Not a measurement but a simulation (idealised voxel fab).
You're looking at the process module voxel transistor to metal.
Square cells of 5 nm make up the cross-section cut, whose width is 175 nm.
This document writes a cross-section as a grid whose cells are square, and gives it as bands, listed from the top down; one or more rows of cells form a band.
The entry gives the band's vertical extent as a top height and a bottom height in nm, then its horizontal make-up as materials from left to right, each with a width in nm. "empty" stands for empty space; a single material marked "everywhere" fills the band edge to edge.
Height datum 0, below which the as-received substrate wafer is one material. Lowest band open at the bottom, running downward: "0 down".
Quick explanation for "30 to 40": the width changes in equal steps down the rows of cells, from the first number in the band's top row to the second number in its bottom row.
For the purposes of this document, the phrase "nothing was modified" attached to a step denotes that no cell within the cross-section was modified by that step.
"Fully enclosed voids" enumerates empty spaces isolated from the top, with no open way to it, that contain at least 8 cells, giving each as width x height at distance from the left edge, all three in nm.
What comes after the settings on a step's line is commentary from the simulator itself on that step.
The optional step-line setting "overlay nm" applies to steps with a mask and quantifies how far to the right of its planned location the mask lay, a negative value indicating leftward placement.
### The following list gives the planned process steps
- 1: RECEIVE with material Si
- 2: OXIDIZE with depth nm 5
- 3: CONFORMAL_DEP with material SiN, thk nm 15
- 4: MASKED_ETCH with tone cover, mask id ACTIVE, width nm 105, etch materials SiN, depth nm 15, overlay nm 0
- 5: MASKED_ETCH with tone cover, mask id ACTIVE, width nm 105, etch materials SiO2, depth nm 5, overlay nm 0
- 6: MASKED_ETCH with tone cover, mask id ACTIVE, width nm 105, etch materials Si, depth nm 25, overlay nm 0
- 7: OXIDIZE with depth nm 5
- 8: FILL_DEP with material SiO2, thk nm 5
- 9: CMP with height nm 15
- 10: SELECTIVE_ETCH with etch materials SiO2, depth nm 15
- 11: STRIP with etch materials SiN
- 12: SELECTIVE_ETCH with etch materials SiO2, depth nm 5
- 13: OXIDIZE with depth nm 5
- 14: DIRECTIONAL_DEP with material polySi, thk nm 20
- 15: DIRECTIONAL_DEP with material SiCN, thk nm 10
- 16: DIRECTIONAL_DEP with material aC, thk nm 15
- 17: PATTERN with tone cover, mask id GATE, material resist, width nm 35, thk nm 35, overlay nm 0
- 18: DIRECTIONAL_ETCH with etch materials aC, depth nm 15
- 19: STRIP with etch materials resist
- 20: DIRECTIONAL_ETCH with etch materials SiCN, depth nm 20
- 21: DIRECTIONAL_ETCH with etch materials polySi, depth nm 30
- 22: STRIP with etch materials aC
- 23: CONFORMAL_DEP with material SiN, thk nm 5
- 24: DIRECTIONAL_ETCH with etch materials SiN, depth nm 5
- 25: DIRECTIONAL_ETCH with etch materials SiO2, depth nm 5
- 26: DIRECTIONAL_ETCH with etch materials Si, depth nm 10
- 27: EPI with material SiGe, thk nm 15
- 28: FILL_DEP with material SiO2, thk nm 5
- 29: CMP with height nm 15
- 30: STRIP with etch materials polySi
- 31: SELECTIVE_ETCH with etch materials SiO2, depth nm 5
- 32: CONFORMAL_DEP with material HfO2, thk nm 5
- 33: CONFORMAL_DEP with material TiN, thk nm 5
- 34: FILL_DEP with material W, thk nm 5
- 35: CMP with height nm 10
- 36: DIRECTIONAL_DEP with material SiO2, thk nm 15
- 37: MASKED_ETCH with tone open, mask id CONTACT, width nm 15, pitch nm 80, etch materials SiO2, depth nm 30, overlay nm 0
- 38: CONFORMAL_DEP with material TiN, thk nm 5
- 39: FILL_DEP with material W, thk nm 5
- 40: CMP with height nm 25
- 41: DIRECTIONAL_DEP with material TiN, thk nm 5
- 42: DIRECTIONAL_DEP with material W, thk nm 15
- 43: MASKED_ETCH with tone cover, mask id METAL_1, width nm 15, pitch nm 80, etch materials W, depth nm 15, overlay nm 0
- 44: MASKED_ETCH with tone cover, mask id METAL_1, width nm 15, pitch nm 80, etch materials TiN, depth nm 5, overlay nm 0
- 45: CONFORMAL_DEP with material SiCN, thk nm 5
- 46: FILL_DEP with material lowk, thk nm 5
- 47: CMP with height nm 45
- 48: CONFORMAL_DEP with material SiCN, thk nm 5
- 49: DIRECTIONAL_DEP with material SiO2, thk nm 30
- 50: PATTERN with tone open, mask id METAL_2, material resist, width nm 15, pitch nm 80, thk nm 15, overlay nm 0
- 51: DIRECTIONAL_ETCH with etch materials SiO2, depth nm 15
- 52: STRIP with etch materials resist
- 53: DIRECTIONAL_DEP with material aC, thk nm 10
- 54: PATTERN with tone open, mask id METAL_2_HOLES, material resist, width nm 15, pitch nm 80, thk nm 30, overlay nm 0
- 55: DIRECTIONAL_ETCH with etch materials aC, depth nm 10
- 56: STRIP with etch materials resist
- 57: DIRECTIONAL_ETCH with etch materials SiO2, depth nm 15
- 58: DIRECTIONAL_ETCH with etch materials SiCN, depth nm 5
- 59: STRIP with etch materials aC
- 60: CONFORMAL_DEP with material TiN, thk nm 5
- 61: FILL_DEP with material Cu, thk nm 10
- 62: CMP with height nm 80
- 63: CONFORMAL_DEP with material SiCN, thk nm 5
### This is the cross-section of the wafer as we received it, i.e. after step 1
> 0 down  Si everywhere
> Fully enclosed voids: none
### End-of-module cross-section of the first of two wafers, processed as planned
> 85 to 80  SiCN everywhere
> 80 to 50  SiO2 (40), then TiN (5), then Cu (5), then TiN (5), then SiO2 (65), then TiN (5), then Cu (5), then TiN (5), then SiO2 (40)
> 50 to 45  SiCN (40), then TiN (15), then SiCN (65), then TiN (15), then SiCN (40)
> 45 to 30  lowk (35), then SiCN (5), then W (15), then SiCN (5), then lowk (55), then SiCN (5), then W (15), then SiCN (5), then lowk (35)
> 30 to 25  SiCN (40), then TiN (15), then SiCN (65), then TiN (15), then SiCN (40)
> 25 to 10  SiO2 (40), then TiN (5), then W (5), then TiN (5), then SiO2 (65), then TiN (5), then W (5), then TiN (5), then SiO2 (40)
> 10 to 5  SiO2 (40), then TiN (15), then SiO2 (10), then SiN (5), then HfO2 (5), then TiN (5), then W (15), then TiN (5), then HfO2 (5), then SiN (5), then SiO2 (10), then TiN (15), then SiO2 (40)
> 5 to 0  SiO2 (40), then TiN (10), then SiGe (15), then SiN (5), then HfO2 (5), then TiN (5), then W (15), then TiN (5), then HfO2 (5), then SiN (5), then SiGe (15), then TiN (10), then SiO2 (40)
> 0 to -5  SiO2 (40), then TiN (10), then SiGe (15), then SiN (5), then HfO2 (5), then TiN (25), then HfO2 (5), then SiN (5), then SiGe (15), then TiN (10), then SiO2 (40)
> -5 to -10  SiO2 (35), then SiGe (30), then HfO2 (45), then SiGe (30), then SiO2 (35)
> -10 to -20  SiO2 (40), then SiGe (25), then Si (45), then SiGe (25), then SiO2 (40)
> -20 to -35  SiO2 (40), then Si (95), then SiO2 (40)
> -35 down  Si everywhere
> Fully enclosed voids: none
### second wafer at the end: like start, like plan, one mistake
> 85 to 80  SiCN everywhere
> 80 to 50  SiO2 (40), then TiN (5), then Cu (5), then TiN (5), then SiO2 (65), then TiN (5), then Cu (5), then TiN (5), then SiO2 (40)
> 50 to 45  SiCN (40), then TiN (15), then SiCN (65), then TiN (15), then SiCN (40)
> 45 to 40  lowk (35), then SiCN (25), then lowk (55), then SiCN (25), then lowk (35)
> 40 to 25  lowk (35), then SiCN (5), then W (15), then SiCN (5), then lowk (55), then SiCN (5), then W (15), then SiCN (5), then lowk (35)
> 25 to 20  SiCN (40), then TiN (15), then SiCN (65), then TiN (15), then SiCN (40)
> 20 to 10  SiO2 (40), then TiN (5), then W (5), then TiN (5), then SiO2 (65), then TiN (5), then W (5), then TiN (5), then SiO2 (40)
> 10 to 5  SiO2 (40), then TiN (15), then SiO2 (10), then SiN (5), then HfO2 (5), then TiN (5), then W (15), then TiN (5), then HfO2 (5), then SiN (5), then SiO2 (10), then TiN (15), then SiO2 (40)
> 5 to 0  SiO2 (40), then TiN (10), then SiGe (15), then SiN (5), then HfO2 (5), then TiN (5), then W (15), then TiN (5), then HfO2 (5), then SiN (5), then SiGe (15), then TiN (10), then SiO2 (40)
> 0 to -5  SiO2 (40), then TiN (10), then SiGe (15), then SiN (5), then HfO2 (5), then TiN (25), then HfO2 (5), then SiN (5), then SiGe (15), then TiN (10), then SiO2 (40)
> -5 to -10  SiO2 (35), then SiGe (30), then HfO2 (45), then SiGe (30), then SiO2 (35)
> -10 to -20  SiO2 (40), then SiGe (25), then Si (45), then SiGe (25), then SiO2 (40)
> -20 to -35  SiO2 (40), then Si (95), then SiO2 (40)
> -35 down  Si everywhere
> Fully enclosed voids: none
Nonconformance to the process plan: step 40 was not run as planned; what actually ran was CMP with height nm 20
Bottom line after processing is that, in cells, the second wafer is up or down on some materials versus the first: +10 SiCN | -29 SiO2 | -4 TiN | -2 W | +25 lowk
